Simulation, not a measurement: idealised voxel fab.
Documented hereafter: the process module known as voxel ribs on slabs.
It is cross-section cut that appears here, measuring 220 nm in width, its square cells being 5 nm in size.
Heads up, the way a cross-section reads in here is a grid of square cells, handed over as bands from the top down, with every band being one or more rows of cells. Band: top and bottom heights (nm) first, top before bottom; then materials from left to right, widths in nm. "edge to edge" marks a sole material filling the band edge to edge. "air" denotes empty space. Heights are measured from 0, the level below which the as-received wafer is all one material; the lowest band has no bottom and continues downward, written as in "top 0, no bottom". Note: "30->40" means the width goes from the first number (top row of the band) to the second number (bottom row) in equal steps per row of cells. Step note "no alteration" = no cross-section cell changed. "Sealed cavities" enumerates empty spaces isolated from the top, with no open way to it, that contain at least 8 cells, giving each as width x height at distance from the left edge, all three in nm. Read whatever lies past the settings on a step's line as the simulator's own remark about the step. overlay nm: mask right of planned place by this much (step with mask). Neg. = left.

### Intended process steps
1) RECEIVE (material Si)
2) DIRECTIONAL_DEP (material SiO2; thk nm 20)
3) DIRECTIONAL_DEP (material polySi; thk nm 25)
4) MASKED_ETCH (tone cover; mask id RIB; width nm 20; etch materials polySi; depth nm 15; overlay nm 0)
5) PATTERN (tone cover; mask id SLAB; material resist; width nm 50; thk nm 20; overlay nm 0)
6) DIRECTIONAL_ETCH (etch materials polySi; depth nm 10)
7) STRIP (etch materials resist)
8) FILL_DEP (material SiO2; thk nm 20)
9) CMP (height nm 60)
10) DIRECTIONAL_DEP (material W; thk nm 5)
11) PATTERN (tone cover; mask id HEATER; material resist; width nm 30; thk nm 20; overlay nm 0)
12) DIRECTIONAL_ETCH (etch materials W; depth nm 5)
13) STRIP (etch materials resist)
14) CONFORMAL_DEP (material SiN; thk nm 5)

### As-received state of the wafer in cross-section, equivalent to post-step 1
    top 0, no bottom = Si edge to edge
    Sealed cavities: none

### The following cross-section depicts the wafer upon conclusion of the module. Processing commenced from the starting condition illustrated above and adhered to the plan illustrated above, save for one mistake in execution
    top 70, bottom 65 = air 90, SiN 40, air 90
    top 65, bottom 60 = SiN 95, W 30, SiN 95
    top 60, bottom 45 = SiO2 edge to edge
    top 45, bottom 35 = SiO2 85, polySi 15, SiO2 20, polySi 15, SiO2 85
    top 35, bottom 30 = polySi 100, SiO2 20, polySi 100
    top 30, bottom 20 = polySi edge to edge
    top 20, bottom 0 = SiO2 edge to edge
    top 0, no bottom = Si edge to edge
    Sealed cavities: none
Misprocessing identified: step 4 changed vs plan, executed as MASKED_ETCH (tone open; mask id RIB; width nm 20; etch materials polySi; depth nm 15; overlay nm 0)
